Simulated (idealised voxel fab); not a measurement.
process module | voxel self aligned contacts
Pictured: cross-section cut, 270 nm wide, on a grid of 5 nm square cells.
Cross-section = grid of square cells, listed top down in bands; band = one or more rows.
Band: top height; bottom height; in nm. Then, left to right: material with width in nm, for each material. "everywhere": a single material spanning edge to edge. "blank": empty space.
Heights from 0 (as-received wafer is one material below). Bottom band endless downward, as "0..down".
The width entry "30->40" should be interpreted row by row: the top row of cells in the band takes the first number, the bottom row takes the second number, and the change between adjacent rows is uniform throughout.
"remains unaltered" means the step left every cell of the cross-section as it was.
Basically, "Completely enclosed voids" tells you about the enclosed voids: empty spaces with no open way to the top, 8 cells or bigger, each written width x height at distance, where distance is from the left edge, all in nm.
It should be noted that, on the line of a given step, the content following the step's settings is a remark produced by the simulator itself with respect to that step.
A step line may carry the setting "overlay nm", which, for steps involving a mask, states the distance by which the mask lay to the right of its intended position; negative values denote displacement to the left.
-- Intended process steps
1: RECEIVE,material Si
2: CONFORMAL_DEP,material SiO2,thk nm 5
3: DIRECTIONAL_DEP,material polySi,thk nm 25
4: DIRECTIONAL_DEP,material SiN,thk nm 25
5: DIRECTIONAL_DEP,material aC,thk nm 10
6: PATTERN,tone cover,mask id GATE,material resist,width nm 30,pitch nm 75,thk nm 25,overlay nm 0
7: DIRECTIONAL_ETCH,etch materials aC,depth nm 10
8: STRIP,etch materials resist
9: DIRECTIONAL_ETCH,etch materials SiN,depth nm 25
10: DIRECTIONAL_ETCH,etch materials polySi,depth nm 25
11: STRIP,etch materials aC
12: CONFORMAL_DEP,material SiN,thk nm 10
13: DIRECTIONAL_ETCH,etch materials SiN,depth nm 10
14: FILL_DEP,material SiO2,thk nm 10
15: CMP,height nm 60
16: DIRECTIONAL_DEP,material aC,thk nm 10
17: PATTERN,tone open,mask id CONTACT,material resist,width nm 55,thk nm 30,overlay nm 0
18: DIRECTIONAL_ETCH,etch materials aC,depth nm 10
19: STRIP,etch materials resist
20: DIRECTIONAL_ETCH,etch materials SiO2,depth nm 60
21: STRIP,etch materials aC
22: CONFORMAL_DEP,material TiN,thk nm 5
23: FILL_DEP,material W,thk nm 5
24: CMP,height nm 60
25: CONFORMAL_DEP,material SiCN,thk nm 5
-- Cross-section: wafer on arrival = after step 1
* 0..down  Si everywhere
* Completely enclosed voids: none
-- End state of the module in cross-section, given the above starting point and plan and one mistake in execution
* 65..60  SiCN everywhere
* 60..55  SiO2 (105), TiN (20), W (15), TiN (20), SiO2 (110)
* 55..30  SiO2 (70), SiN (50), TiN (5), W (15), TiN (5), SiN (50), SiO2 (75)
* 30..20  SiO2 (70), SiN (10), polySi (30), SiN (10), TiN (5), W (15), TiN (5), SiN (10), polySi (30), SiN (10), SiO2 (75)
* 20..15  SiO2 (70), SiN (10), polySi (30), SiN (10), TiN (25), SiN (10), polySi (30), SiN (10), SiO2 (75)
* 15..5  SiN (80), polySi (30), SiN (45), polySi (30), SiN (85)
* 5..0  SiO2 everywhere
* 0..down  Si everywhere
* Completely enclosed voids: none
In executing the process, a mistake was made relative to the plan: so 12 and 13 got swapped relative to the plan, each ran where the other was supposed to
